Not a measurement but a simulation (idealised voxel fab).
This section sets out a process module, namely voxel local oxidation.
Each square cell in cross-section cut measures 5 nm, and the section as a whole is 270 nm wide.
This document writes a cross-section as a grid whose cells are square, and gives it as bands, listed from the top down; one or more rows of cells form a band.
Heights first: top, then bottom, in nm. Then materials, left to right, each with a width in nm. "everywhere" on a single material: fills the band edge to edge. "empty": empty space.
Basically, 0 is our baseline, since under it the wafer straight out of the box is all one material. The bottom band has no lower end and keeps on going down, so it looks like "0..down".
Graded width ("30->40"): value in top row of band = first number; value in bottom row = second number; row-to-row change constant.
You'll sometimes find "no modification" written for a step, and that's the way of saying that nowhere in the cross-section did a cell change during that step.
Listed in "Encapsulated voids": every empty space of 8 or more cells without an open way to the top. Form: width x height at distance, the distance being from the left edge, all in nm.
Step line, after settings: the simulator's comment on this step.
The line of a step may include "overlay nm". On a step with a mask, this value is how far to the right of its planned place the mask lay. A negative value means the mask lay to the left.
[The process steps that were planned are listed below]
1: RECEIVE: material Si
2: CONFORMAL_DEP: material SiO2, thk nm 5
3: CONFORMAL_DEP: material SiN, thk nm 15
4: PATTERN: tone cover, mask id ACTIVE, material resist, width nm 100, thk nm 20, overlay nm 0
5: DIRECTIONAL_ETCH: etch materials SiN, depth nm 15
6: STRIP: etch materials resist
7: SELECTIVE_ETCH: etch materials SiO2, depth nm 5
8: OXIDIZE: depth nm 10
9: STRIP: etch materials SiN
[This is the cross-section of the wafer as we received it, i.e. after step 1]
	0..down = Si everywhere
	Encapsulated voids: none
[First of two wafers: cross-section at end of module, run per plan]
	5..0 = 90 of empty; 90 of SiO2; 90 of empty
	0..-10 = 100 of SiO2; 70 of Si; 100 of SiO2
	-10..down = Si everywhere
	Encapsulated voids: none
[Cross-sectional view of the second of two wafers upon completion of the module. This wafer shared its starting condition and process plan with the first; one error was made during its execution]
	5..0 = 90 of empty; 90 of SiO2; 90 of empty
	0..-5 = 95 of SiO2; 80 of Si; 95 of SiO2
	-5..down = Si everywhere
	Encapsulated voids: none
Run error: step 8 was not run as planned; what actually ran was OXIDIZE: depth nm 5
End of process, cell counts, second wafer against first, materials with more or fewer: 42 more of Si; 42 fewer of SiO2
